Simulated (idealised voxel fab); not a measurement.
The process module that follows is named voxel ribs on slabs.
Square cells of 5 nm make up the cross-section cut, whose width is 270 nm.
Bands, listed from the top down, are how a cross-section gets written in this document; the cross-section itself is a grid of square cells, and a band is one or more rows of them. Each band's line starts with the height of the band's top and of its bottom, in nm. Then come its materials from left to right, each with its width in nm. One material with "all across" fills the band from edge to edge. "empty" is empty space. We count height from 0. Below that, the starting wafer is all one material. The lowest band never ends at the bottom but goes on down; see "from 0 down" for how that is written. Note: "30..40" means the width goes from the first number (top row of the band) to the second number (bottom row) in equal steps per row of cells. The cross-section has no changed cell in any step marked "no alteration". Reported under the label "closed voids" are the empty spaces having no open way to the top and comprising 8 cells or more; the notation for each is width x height at distance, in which the distance is measured from the left edge and all three values are in nm. The remark found on a step's line after its settings is issued by the simulator itself and pertains to that step. overlay nm: for a step with a mask, the amount by which the mask lay right of where it was planned; a negative amount means left of it.

# List of planned process steps
1: RECEIVE | material Si
2: DIRECTIONAL_DEP | material SiO2 | thk nm 30
3: DIRECTIONAL_DEP | material SiN | thk nm 20
4: DIRECTIONAL_DEP | material aC | thk nm 10
5: PATTERN | tone cover | mask id RIB | material resist | width nm 15 | thk nm 30 | overlay nm 0
6: DIRECTIONAL_ETCH | etch materials aC | depth nm 10
7: STRIP | etch materials resist
8: DIRECTIONAL_ETCH | etch materials SiN | depth nm 15
9: STRIP | etch materials aC
10: MASKED_ETCH | tone cover | mask id SLAB | width nm 75 | etch materials SiN | depth nm 5 | overlay nm 0
11: FILL_DEP | material SiO2 | thk nm 25
12: CMP | height nm 70
13: DIRECTIONAL_DEP | material W | thk nm 5
14: MASKED_ETCH | tone cover | mask id HEATER | width nm 25 | etch materials W | depth nm 5 | overlay nm 0
15: CONFORMAL_DEP | material SiO2 | thk nm 5

# Cross-section: wafer on arrival = after step 1
  from 0 down = Si all across
  closed voids: none

# First of two wafers, end-of-module section, run followed plan
  from 80 to 75 = 115 of empty, 35 of SiO2, 120 of empty
  from 75 to 70 = 120 of SiO2, 25 of W, 125 of SiO2
  from 70 to 50 = SiO2 all across
  from 50 to 35 = 125 of SiO2, 15 of SiN, 130 of SiO2
  from 35 to 30 = 95 of SiO2, 75 of SiN, 100 of SiO2
  from 30 to 0 = SiO2 all across
  from 0 down = Si all across
  closed voids: none

# second wafer at the end: like start, like plan, one mistake
  from 80 to 75 = 115 of empty, 40 of SiO2, 115 of empty
  from 75 to 70 = 120 of SiO2, 30 of W, 120 of SiO2
  from 70 to 50 = SiO2 all across
  from 50 to 35 = 125 of SiO2, 15 of SiN, 130 of SiO2
  from 35 to 30 = 95 of SiO2, 75 of SiN, 100 of SiO2
  from 30 to 0 = SiO2 all across
  from 0 down = Si all across
  closed voids: none
The mistake made against the process plan was this: step 14 ran as: MASKED_ETCH | tone cover | mask id HEATER | width nm 30 | etch materials W | depth nm 5 | overlay nm 0
In the final state, the cell counts of the second wafer exceed or fall short of those of the first for the following materials: W +1
